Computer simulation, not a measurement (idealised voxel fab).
A process module follows: voxel double patterning.
We display cut, a cross-section 245 nm in width whose square cells are each 5 nm.
Cross-section layout: square cells on a grid; listed as bands, top to bottom; a band spans one or more cell rows.
Read a band's entry like this: the first values are the height of its top and the height of its bottom in nm, and what follows is the sequence of materials from left to right, each with its width in nm. Note that "blank" is empty space, and that a single material marked "edge to edge" reaches across the band from edge to edge.
Height 0 is the level under which the wafer as received is all one material. The lowest band goes on downwards, as in "0 nm and below".
Quick explanation for "30->40": the width changes in equal steps down the rows of cells, from the first number in the band's top row to the second number in its bottom row.
You'll sometimes find "all unchanged" written for a step, and that's the way of saying that nowhere in the cross-section did a cell change during that step.
Enclosed voids (no open way to top), threshold 8 cells or more, entry "Closed void roster", notation width x height at distance, distance from left edge, nm.
What comes after the settings on a step's line is commentary from the simulator itself on that step.
overlay nm: how far to the right of its planned place the mask lay on this masked step (negative: to the left).
The steps planned for the process are as follows:
- 1: RECEIVE,material Si
- 2: CONFORMAL_DEP,material SiO2,thk nm 5
- 3: DIRECTIONAL_DEP,material polySi,thk nm 15
- 4: DIRECTIONAL_DEP,material SiN,thk nm 5
- 5: DIRECTIONAL_DEP,material aC,thk nm 10
- 6: PATTERN,tone open,mask id FIRST,material resist,width nm 15,pitch nm 50,thk nm 30,overlay nm 0
- 7: DIRECTIONAL_ETCH,etch materials aC,depth nm 10
- 8: STRIP,etch materials resist
- 9: DIRECTIONAL_ETCH,etch materials SiN,depth nm 5
- 10: STRIP,etch materials aC
- 11: PATTERN,tone open,mask id SECOND,material resist,width nm 15,thk nm 20,overlay nm 0
- 12: DIRECTIONAL_ETCH,etch materials SiN,depth nm 5
- 13: STRIP,etch materials resist
- 14: DIRECTIONAL_ETCH,etch materials polySi,depth nm 15
- 15: STRIP,etch materials SiN
Received-state cross-section, reflecting completion of step 1:
    0 nm and below | Si edge to edge
    Closed void roster: none
Sectioned view, first of two wafers, at the close of the module, processed as intended in the plan:
    20 nm to 5 nm | 90 of polySi; 15 of blank; 10 of polySi; 15 of blank; 10 of polySi; 15 of blank; 90 of polySi
    5 nm to 0 nm | SiO2 edge to edge
    0 nm and below | Si edge to edge
    Closed void roster: none
Second wafer of the two, sectioned at the end of the module. It began like the first and followed the same plan, but one mistake was made while running it:
    15 nm to 0 nm | 90 of polySi; 15 of blank; 10 of polySi; 15 of blank; 10 of polySi; 15 of blank; 90 of polySi
    0 nm and below | Si edge to edge
    Closed void roster: none
Finding, execution versus plan: the plan's step 2 was left out and never carried out
Counted in cells at the end, the second wafer holds more or fewer of these materials than the first: SiO2 -49
